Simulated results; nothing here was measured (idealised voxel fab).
process module | voxel transistor to metal
cross-section cut | 200 nm wide | cells 5 nm
A cross-section is a grid of square cells, given in bands from the top down. A band is one or more rows of cells.
Each band's line starts with the height of the band's top and of its bottom, in nm. Then come its materials from left to right, each with its width in nm. One material with "throughout" fills the band from edge to edge. "air" is empty space.
Height 0 is the level under which the wafer as received is all one material. The lowest band goes on downwards, as in "0 down".
A width such as "30 to 40" changes by the same amount from each row of cells to the next, from the band's top row to its bottom row.
"no change" after a step means that no cell of the cross-section changed.
closed voids: empty space of 8 cells or more with no open way to the top, each as width x height at its distance from the left edge, in nm
after a step's settings: what the simulator itself notes on the step
overlay nm, on a step with a mask: how far to the right of its planned place the mask lay; to the left if negative
plan
1 op RECEIVE | material Si
2 op OXIDIZE | depth nm 5
3 op CONFORMAL_DEP | material SiN | thk nm 10
4 op DIRECTIONAL_DEP | material aC | thk nm 10
5 op PATTERN | tone cover | mask id ACTIVE | material resist | width nm 115 | thk nm 30 | overlay nm 0
6 op DIRECTIONAL_ETCH | etch materials aC | depth nm 10
7 op STRIP | etch materials resist
8 op DIRECTIONAL_ETCH | etch materials SiN | depth nm 10
9 op DIRECTIONAL_ETCH | etch materials SiO2 | depth nm 5
10 op DIRECTIONAL_ETCH | etch materials Si | depth nm 20
11 op STRIP | etch materials aC
12 op OXIDIZE | depth nm 5
13 op FILL_DEP | material SiO2 | thk nm 5
14 op CMP | height nm 10
15 op SELECTIVE_ETCH | etch materials SiO2 | depth nm 5
16 op STRIP | etch materials SiN
17 op SELECTIVE_ETCH | etch materials SiO2 | depth nm 5
18 op OXIDIZE | depth nm 5
19 op DIRECTIONAL_DEP | material polySi | thk nm 25
20 op DIRECTIONAL_DEP | material SiCN | thk nm 15
21 op PATTERN | tone cover | mask id GATE | material resist | width nm 35 | thk nm 15 | overlay nm 0
22 op DIRECTIONAL_ETCH | etch materials SiCN | depth nm 25
23 op DIRECTIONAL_ETCH | etch materials polySi | depth nm 35
24 op STRIP | etch materials resist
25 op CONFORMAL_DEP | material SiN | thk nm 5
26 op DIRECTIONAL_ETCH | etch materials SiN | depth nm 5
27 op DIRECTIONAL_ETCH | etch materials SiO2 | depth nm 5
28 op DIRECTIONAL_ETCH | etch materials Si | depth nm 10
29 op EPI | material pSi | thk nm 15
30 op FILL_DEP | material SiO2 | thk nm 10
31 op CMP | height nm 20
32 op STRIP | etch materials polySi
33 op SELECTIVE_ETCH | etch materials SiO2 | depth nm 5
34 op CONFORMAL_DEP | material HfO2 | thk nm 5
35 op CONFORMAL_DEP | material TiN | thk nm 5
36 op FILL_DEP | material W | thk nm 10
37 op CMP | height nm 15
38 op DIRECTIONAL_DEP | material SiO2 | thk nm 10
39 op MASKED_ETCH | tone open | mask id CONTACT | width nm 15 | pitch nm 80 | etch materials SiO2 | depth nm 30 | overlay nm 0
40 op CONFORMAL_DEP | material TiN | thk nm 5
41 op FILL_DEP | material Ru | thk nm 10
42 op CMP | height nm 25
43 op CONFORMAL_DEP | material SiN | thk nm 5
44 op DIRECTIONAL_DEP | material SiO2 | thk nm 20
45 op MASKED_ETCH | tone open | mask id METAL_1 | width nm 15 | pitch nm 80 | etch materials SiO2 | depth nm 20 | overlay nm 0
46 op MASKED_ETCH | tone open | mask id METAL_1 | width nm 15 | pitch nm 80 | etch materials SiN | depth nm 5 | overlay nm 0
47 op CONFORMAL_DEP | material TiN | thk nm 5
48 op FILL_DEP | material Cu | thk nm 5
49 op CMP | height nm 50
50 op EPI | material Ru | thk nm 5
51 op FILL_DEP | material SiCN | thk nm 5
first wafer, as planned
as received, after step 1
  0 down: Si throughout
  closed voids: none
after step 2
  0 to -5: SiO2 throughout
  below -5: unchanged
after step 3
  10 to 0: SiN throughout
  below 0: unchanged
after step 4
  20 to 10: aC throughout
  below 10: unchanged
after step 5
  50 to 20: air 40 | resist 115 | air 45
  below 20: unchanged
after step 6
  40 to 20: air 40 | resist 115 | air 45
  20 to 10: air 40 | aC 115 | air 45
  below 10: unchanged
after step 7
  20 to 10: air 40 | aC 115 | air 45
  below 10: unchanged
after step 8
  20 to 10: air 40 | aC 115 | air 45
  10 to 0: air 40 | SiN 115 | air 45
  below 0: unchanged
after step 9
  20 to 10: air 40 | aC 115 | air 45
  10 to 0: air 40 | SiN 115 | air 45
  0 to -5: air 40 | SiO2 115 | air 45
  below -5: unchanged
after step 10
  20 to 10: air 40 | aC 115 | air 45
  10 to 0: air 40 | SiN 115 | air 45
  0 to -5: air 40 | SiO2 115 | air 45
  -5 to -25: air 40 | Si 115 | air 45
  below -25: unchanged
after step 11
  10 to 0: air 40 | SiN 115 | air 45
  below 0: unchanged
after step 12
  10 to 0: air 40 | SiN 115 | air 45
  0 to -5: air 40 | SiO2 115 | air 45
  -5 to -25: air 40 | SiO2 5 | Si 105 | SiO2 5 | air 45
  -25 to -30: SiO2 45 | Si 105 | SiO2 50
  below -30: unchanged
after step 13
  15 to 10: SiO2 throughout
  10 to 0: SiO2 40 | SiN 115 | SiO2 45
  0 to -5: SiO2 throughout
  -5 to -30: SiO2 45 | Si 105 | SiO2 50
  below -30: unchanged
after step 14
  10 to 0: SiO2 40 | SiN 115 | SiO2 45
  below 0: unchanged
after step 15
  10 to 5: air 40 | SiN 115 | air 45
  below 5: unchanged
after step 16
  5 to 0: SiO2 40 | air 115 | SiO2 45
  below 0: unchanged
after step 17
  0 to -5: SiO2 35 | air 125 | SiO2 40
  below -5: unchanged
after step 18
  0 to -5: SiO2 35 | air 125 | SiO2 40
  -5 to -10: SiO2 throughout
  below -10: unchanged
after step 19
  25 to 20: polySi 35 | air 125 | polySi 40
  20 to 0: polySi throughout
  0 to -5: SiO2 35 | polySi 125 | SiO2 40
  below -5: unchanged
after step 20
  40 to 35: SiCN 35 | air 125 | SiCN 40
  35 to 25: SiCN throughout
  25 to 20: polySi 35 | SiCN 125 | polySi 40
  below 20: unchanged
after step 21
  55 to 40: air 80 | resist 35 | air 85
  40 to 35: SiCN 35 | air 45 | resist 35 | air 45 | SiCN 40
  below 35: unchanged
after step 22
  55 to 35: air 80 | resist 35 | air 85
  35 to 25: air 80 | SiCN 35 | air 85
  25 to 20: polySi 35 | air 45 | SiCN 35 | air 45 | polySi 40
  below 20: unchanged
after step 23
  55 to 35: air 80 | resist 35 | air 85
  35 to 20: air 80 | SiCN 35 | air 85
  20 to 0: air 80 | polySi 35 | air 85
  0 to -5: SiO2 35 | air 45 | polySi 35 | air 45 | SiO2 40
  below -5: unchanged
after step 24
  35 to 20: air 80 | SiCN 35 | air 85
  below 20: unchanged
after step 25
  40 to 35: air 75 | SiN 45 | air 80
  35 to 20: air 75 | SiN 5 | SiCN 35 | SiN 5 | air 80
  20 to 5: air 75 | SiN 5 | polySi 35 | SiN 5 | air 80
  5 to 0: SiN 40 | air 35 | SiN 5 | polySi 35 | SiN 5 | air 35 | SiN 45
  0 to -5: SiO2 35 | SiN 45 | polySi 35 | SiN 45 | SiO2 40
  below -5: unchanged
after step 26
  35 to 20: air 75 | SiN 5 | SiCN 35 | SiN 5 | air 80
  20 to 0: air 75 | SiN 5 | polySi 35 | SiN 5 | air 80
  0 to -5: SiO2 35 | SiN 5 | air 35 | SiN 5 | polySi 35 | SiN 5 | air 35 | SiN 5 | SiO2 40
  below -5: unchanged
after step 27
  35 to 20: air 75 | SiN 5 | SiCN 35 | SiN 5 | air 80
  20 to 0: air 75 | SiN 5 | polySi 35 | SiN 5 | air 80
  0 to -5: air 35 | SiN 5 | air 35 | SiN 5 | polySi 35 | SiN 5 | air 35 | SiN 5 | air 40
  -5 to -10: SiO2 40 | air 35 | SiO2 45 | air 35 | SiO2 45
  below -10: unchanged
after step 28
  35 to 20: air 75 | SiN 5 | SiCN 35 | SiN 5 | air 80
  20 to 0: air 75 | SiN 5 | polySi 35 | SiN 5 | air 80
  0 to -5: air 35 | SiN 5 | air 35 | SiN 5 | polySi 35 | SiN 5 | air 35 | SiN 5 | air 40
  -5 to -10: SiO2 40 | air 35 | SiO2 45 | air 35 | SiO2 45
  -10 to -20: SiO2 45 | air 30 | Si 45 | air 30 | SiO2 50
  below -20: unchanged
after step 29
  35 to 20: air 75 | SiN 5 | SiCN 35 | SiN 5 | air 80
  20 to 5: air 75 | SiN 5 | polySi 35 | SiN 5 | air 80
  5 to 0: air 60 | pSi 15 | SiN 5 | polySi 35 | SiN 5 | pSi 15 | air 65
  0 to -5: air 35 | SiN 5 | air 20 | pSi 15 | SiN 5 | polySi 35 | SiN 5 | pSi 15 | air 20 | SiN 5 | air 40
  -5 to -10: SiO2 40 | pSi 35 | SiO2 45 | pSi 35 | SiO2 45
  -10 to -20: SiO2 45 | pSi 30 | Si 45 | pSi 30 | SiO2 50
  below -20: unchanged
after step 30
  45 to 35: SiO2 throughout
  35 to 20: SiO2 75 | SiN 5 | SiCN 35 | SiN 5 | SiO2 80
  20 to 5: SiO2 75 | SiN 5 | polySi 35 | SiN 5 | SiO2 80
  5 to 0: SiO2 60 | pSi 15 | SiN 5 | polySi 35 | SiN 5 | pSi 15 | SiO2 65
  0 to -5: SiO2 35 | SiN 5 | SiO2 20 | pSi 15 | SiN 5 | polySi 35 | SiN 5 | pSi 15 | SiO2 20 | SiN 5 | SiO2 40
  below -5: unchanged
after step 31
  20 to 5: SiO2 75 | SiN 5 | polySi 35 | SiN 5 | SiO2 80
  below 5: unchanged
after step 32
  20 to 5: SiO2 75 | SiN 5 | air 35 | SiN 5 | SiO2 80
  5 to 0: SiO2 60 | pSi 15 | SiN 5 | air 35 | SiN 5 | pSi 15 | SiO2 65
  0 to -5: SiO2 35 | SiN 5 | SiO2 20 | pSi 15 | SiN 5 | air 35 | SiN 5 | pSi 15 | SiO2 20 | SiN 5 | SiO2 40
  below -5: unchanged
after step 33
  20 to 15: air 75 | SiN 5 | air 35 | SiN 5 | air 80
  15 to 5: SiO2 75 | SiN 5 | air 35 | SiN 5 | SiO2 80
  5 to 0: SiO2 60 | pSi 15 | SiN 5 | air 35 | SiN 5 | pSi 15 | SiO2 65
  0 to -5: SiO2 35 | SiN 5 | SiO2 20 | pSi 15 | SiN 5 | air 35 | SiN 5 | pSi 15 | SiO2 20 | SiN 5 | SiO2 40
  -5 to -10: SiO2 40 | pSi 35 | air 45 | pSi 35 | SiO2 45
  below -10: unchanged
after step 34
  25 to 20: air 70 | HfO2 15 | air 25 | HfO2 15 | air 75
  20 to 15: HfO2 75 | SiN 5 | HfO2 5 | air 25 | HfO2 5 | SiN 5 | HfO2 80
  15 to 5: SiO2 75 | SiN 5 | HfO2 5 | air 25 | HfO2 5 | SiN 5 | SiO2 80
  5 to 0: SiO2 60 | pSi 15 | SiN 5 | HfO2 5 | air 25 | HfO2 5 | SiN 5 | pSi 15 | SiO2 65
  0 to -5: SiO2 35 | SiN 5 | SiO2 20 | pSi 15 | SiN 5 | HfO2 5 | air 25 | HfO2 5 | SiN 5 | pSi 15 | SiO2 20 | SiN 5 | SiO2 40
  -5 to -10: SiO2 40 | pSi 35 | HfO2 45 | pSi 35 | SiO2 45
  below -10: unchanged
after step 35
  30 to 25: air 65 | TiN 25 | air 15 | TiN 25 | air 70
  25 to 20: TiN 70 | HfO2 15 | TiN 5 | air 15 | TiN 5 | HfO2 15 | TiN 75
  20 to 15: HfO2 75 | SiN 5 | HfO2 5 | TiN 5 | air 15 | TiN 5 | HfO2 5 | SiN 5 | HfO2 80
  15 to 5: SiO2 75 | SiN 5 | HfO2 5 | TiN 5 | air 15 | TiN 5 | HfO2 5 | SiN 5 | SiO2 80
  5 to 0: SiO2 60 | pSi 15 | SiN 5 | HfO2 5 | TiN 5 | air 15 | TiN 5 | HfO2 5 | SiN 5 | pSi 15 | SiO2 65
  0 to -5: SiO2 35 | SiN 5 | SiO2 20 | pSi 15 | SiN 5 | HfO2 5 | TiN 25 | HfO2 5 | SiN 5 | pSi 15 | SiO2 20 | SiN 5 | SiO2 40
  below -5: unchanged
after step 36
  40 to 30: W throughout
  30 to 25: W 65 | TiN 25 | W 15 | TiN 25 | W 70
  25 to 20: TiN 70 | HfO2 15 | TiN 5 | W 15 | TiN 5 | HfO2 15 | TiN 75
  20 to 15: HfO2 75 | SiN 5 | HfO2 5 | TiN 5 | W 15 | TiN 5 | HfO2 5 | SiN 5 | HfO2 80
  15 to 5: SiO2 75 | SiN 5 | HfO2 5 | TiN 5 | W 15 | TiN 5 | HfO2 5 | SiN 5 | SiO2 80
  5 to 0: SiO2 60 | pSi 15 | SiN 5 | HfO2 5 | TiN 5 | W 15 | TiN 5 | HfO2 5 | SiN 5 | pSi 15 | SiO2 65
  below 0: unchanged
after step 37
  15 to 5: SiO2 75 | SiN 5 | HfO2 5 | TiN 5 | W 15 | TiN 5 | HfO2 5 | SiN 5 | SiO2 80
  below 5: unchanged
after step 38
  25 to 15: SiO2 throughout
  below 15: unchanged
after step 39
  25 to 15: SiO2 50 | air 15 | SiO2 65 | air 15 | SiO2 55
  15 to 5: SiO2 50 | air 15 | SiO2 10 | SiN 5 | HfO2 5 | TiN 5 | W 15 | TiN 5 | HfO2 5 | SiN 5 | SiO2 10 | air 15 | SiO2 55
  5 to 0: SiO2 50 | air 10 | pSi 15 | SiN 5 | HfO2 5 | TiN 5 | W 15 | TiN 5 | HfO2 5 | SiN 5 | pSi 15 | air 10 | SiO2 55
  0 to -5: SiO2 35 | SiN 5 | SiO2 10 | air 10 | pSi 15 | SiN 5 | HfO2 5 | TiN 25 | HfO2 5 | SiN 5 | pSi 15 | air 10 | SiO2 10 | SiN 5 | SiO2 40
  below -5: unchanged
after step 40
  30 to 25: TiN 55 | air 5 | TiN 75 | air 5 | TiN 60
  25 to 15: SiO2 50 | TiN 5 | air 5 | TiN 5 | SiO2 65 | TiN 5 | air 5 | TiN 5 | SiO2 55
  15 to 10: SiO2 50 | TiN 5 | air 5 | TiN 5 | SiO2 10 | SiN 5 | HfO2 5 | TiN 5 | W 15 | TiN 5 | HfO2 5 | SiN 5 | SiO2 10 | TiN 5 | air 5 | TiN 5 | SiO2 55
  10 to 5: SiO2 50 | TiN 15 | SiO2 10 | SiN 5 | HfO2 5 | TiN 5 | W 15 | TiN 5 | HfO2 5 | SiN 5 | SiO2 10 | TiN 15 | SiO2 55
  5 to 0: SiO2 50 | TiN 10 | pSi 15 | SiN 5 | HfO2 5 | TiN 5 | W 15 | TiN 5 | HfO2 5 | SiN 5 | pSi 15 | TiN 10 | SiO2 55
  0 to -5: SiO2 35 | SiN 5 | SiO2 10 | TiN 10 | pSi 15 | SiN 5 | HfO2 5 | TiN 25 | HfO2 5 | SiN 5 | pSi 15 | TiN 10 | SiO2 10 | SiN 5 | SiO2 40
  below -5: unchanged
after step 41
  40 to 30: Ru throughout
  30 to 25: TiN 55 | Ru 5 | TiN 75 | Ru 5 | TiN 60
  25 to 15: SiO2 50 | TiN 5 | Ru 5 | TiN 5 | SiO2 65 | TiN 5 | Ru 5 | TiN 5 | SiO2 55
  15 to 10: SiO2 50 | TiN 5 | Ru 5 | TiN 5 | SiO2 10 | SiN 5 | HfO2 5 | TiN 5 | W 15 | TiN 5 | HfO2 5 | SiN 5 | SiO2 10 | TiN 5 | Ru 5 | TiN 5 | SiO2 55
  below 10: unchanged
after step 42
  25 to 15: SiO2 50 | TiN 5 | Ru 5 | TiN 5 | SiO2 65 | TiN 5 | Ru 5 | TiN 5 | SiO2 55
  below 15: unchanged
after step 43
  30 to 25: SiN throughout
  below 25: unchanged
after step 44
  50 to 30: SiO2 throughout
  below 30: unchanged
after step 45
  50 to 30: SiO2 50 | air 15 | SiO2 65 | air 15 | SiO2 55
  below 30: unchanged
after step 46
  50 to 30: SiO2 50 | air 15 | SiO2 65 | air 15 | SiO2 55
  30 to 25: SiN 50 | air 15 | SiN 65 | air 15 | SiN 55
  below 25: unchanged
after step 47
  55 to 50: TiN 55 | air 5 | TiN 75 | air 5 | TiN 60
  50 to 30: SiO2 50 | TiN 5 | air 5 | TiN 5 | SiO2 65 | TiN 5 | air 5 | TiN 5 | SiO2 55
  30 to 25: SiN 50 | TiN 15 | SiN 65 | TiN 15 | SiN 55
  below 25: unchanged
after step 48
  60 to 55: Cu throughout
  55 to 50: TiN 55 | Cu 5 | TiN 75 | Cu 5 | TiN 60
  50 to 30: SiO2 50 | TiN 5 | Cu 5 | TiN 5 | SiO2 65 | TiN 5 | Cu 5 | TiN 5 | SiO2 55
  below 30: unchanged
after step 49
  50 to 30: SiO2 50 | TiN 5 | Cu 5 | TiN 5 | SiO2 65 | TiN 5 | Cu 5 | TiN 5 | SiO2 55
  below 30: unchanged
after step 50
  55 to 50: air 45 | Ru 25 | air 55 | Ru 25 | air 50
  below 50: unchanged
after step 51
  60 to 55: SiCN throughout
  55 to 50: SiCN 45 | Ru 25 | SiCN 55 | Ru 25 | SiCN 50
  below 50: unchanged
second wafer: like start, like plan, one mistake. Through step 38 it matches the first wafer
when step 39 should have ended
  25 to 15: SiO2 45 | air 25 | SiO2 55 | air 25 | SiO2 50
  15 to 5: SiO2 45 | air 25 | SiO2 5 | SiN 5 | HfO2 5 | TiN 5 | W 15 | TiN 5 | HfO2 5 | SiN 5 | SiO2 5 | air 25 | SiO2 50
  5 to 0: SiO2 45 | air 15 | pSi 15 | SiN 5 | HfO2 5 | TiN 5 | W 15 | TiN 5 | HfO2 5 | SiN 5 | pSi 15 | air 15 | SiO2 50
  0 to -5: SiO2 35 | SiN 5 | SiO2 5 | air 15 | pSi 15 | SiN 5 | HfO2 5 | TiN 25 | HfO2 5 | SiN 5 | pSi 15 | air 15 | SiO2 5 | SiN 5 | SiO2 40
  below -5: unchanged
when step 40 should have ended
  30 to 25: TiN 50 | air 15 | TiN 65 | air 15 | TiN 55
  25 to 15: SiO2 45 | TiN 5 | air 15 | TiN 5 | SiO2 55 | TiN 5 | air 15 | TiN 5 | SiO2 50
  15 to 5: SiO2 45 | TiN 5 | air 15 to 5 | TiN 5 to 15 | SiO2 5 | SiN 5 | HfO2 5 | TiN 5 | W 15 | TiN 5 | HfO2 5 | SiN 5 | SiO2 5 | TiN 5 to 15 | air 15 to 5 | TiN 5 | SiO2 50
  5 to 0: SiO2 45 | TiN 5 | air 5 | TiN 5 | pSi 15 | SiN 5 | HfO2 5 | TiN 5 | W 15 | TiN 5 | HfO2 5 | SiN 5 | pSi 15 | TiN 5 | air 5 | TiN 5 | SiO2 50
  0 to -5: SiO2 35 | SiN 5 | SiO2 5 | TiN 15 | pSi 15 | SiN 5 | HfO2 5 | TiN 25 | HfO2 5 | SiN 5 | pSi 15 | TiN 15 | SiO2 5 | SiN 5 | SiO2 40
  below -5: unchanged
when step 41 should have ended
  40 to 30: Ru throughout
  30 to 25: TiN 50 | Ru 15 | TiN 65 | Ru 15 | TiN 55
  25 to 15: SiO2 45 | TiN 5 | Ru 15 | TiN 5 | SiO2 55 | TiN 5 | Ru 15 | TiN 5 | SiO2 50
  15 to 5: SiO2 45 | TiN 5 | Ru 15 to 5 | TiN 5 to 15 | SiO2 5 | SiN 5 | HfO2 5 | TiN 5 | W 15 | TiN 5 | HfO2 5 | SiN 5 | SiO2 5 | TiN 5 to 15 | Ru 15 to 5 | TiN 5 | SiO2 50
  5 to 0: SiO2 45 | TiN 5 | Ru 5 | TiN 5 | pSi 15 | SiN 5 | HfO2 5 | TiN 5 | W 15 | TiN 5 | HfO2 5 | SiN 5 | pSi 15 | TiN 5 | Ru 5 | TiN 5 | SiO2 50
  below 0: unchanged
when step 42 should have ended
  25 to 15: SiO2 45 | TiN 5 | Ru 15 | TiN 5 | SiO2 55 | TiN 5 | Ru 15 | TiN 5 | SiO2 50
  below 15: unchanged
when step 43 should have ended
  30 to 25: SiN throughout
  below 25: unchanged
when step 44 should have ended
  50 to 30: SiO2 throughout
  below 30: unchanged
when step 45 should have ended
  50 to 30: SiO2 50 | air 15 | SiO2 65 | air 15 | SiO2 55
  below 30: unchanged
when step 46 should have ended
  50 to 30: SiO2 50 | air 15 | SiO2 65 | air 15 | SiO2 55
  30 to 25: SiN 50 | air 15 | SiN 65 | air 15 | SiN 55
  below 25: unchanged
when step 47 should have ended
  55 to 50: TiN 55 | air 5 | TiN 75 | air 5 | TiN 60
  50 to 30: SiO2 50 | TiN 5 | air 5 | TiN 5 | SiO2 65 | TiN 5 | air 5 | TiN 5 | SiO2 55
  30 to 25: SiN 50 | TiN 15 | SiN 65 | TiN 15 | SiN 55
  below 25: unchanged
when step 48 should have ended
  60 to 55: Cu throughout
  55 to 50: TiN 55 | Cu 5 | TiN 75 | Cu 5 | TiN 60
  50 to 30: SiO2 50 | TiN 5 | Cu 5 | TiN 5 | SiO2 65 | TiN 5 | Cu 5 | TiN 5 | SiO2 55
  below 30: unchanged
when step 49 should have ended
  50 to 30: SiO2 50 | TiN 5 | Cu 5 | TiN 5 | SiO2 65 | TiN 5 | Cu 5 | TiN 5 | SiO2 55
  below 30: unchanged
when step 50 should have ended
  55 to 50: air 45 | Ru 25 | air 55 | Ru 25 | air 50
  below 50: unchanged
when step 51 should have ended
  60 to 55: SiCN throughout
  55 to 50: SiCN 45 | Ru 25 | SiCN 55 | Ru 25 | SiCN 50
  below 50: unchanged
what went wrong: step 39 ran as: op MASKED_ETCH | tone open | mask id CONTACT | width nm 25 | pitch nm 80 | etch materials SiO2 | depth nm 30 | overlay nm 0
at the end the second wafer has, in cells: 16 more of Ru | 20 fewer of SiO2 | 4 more of TiN
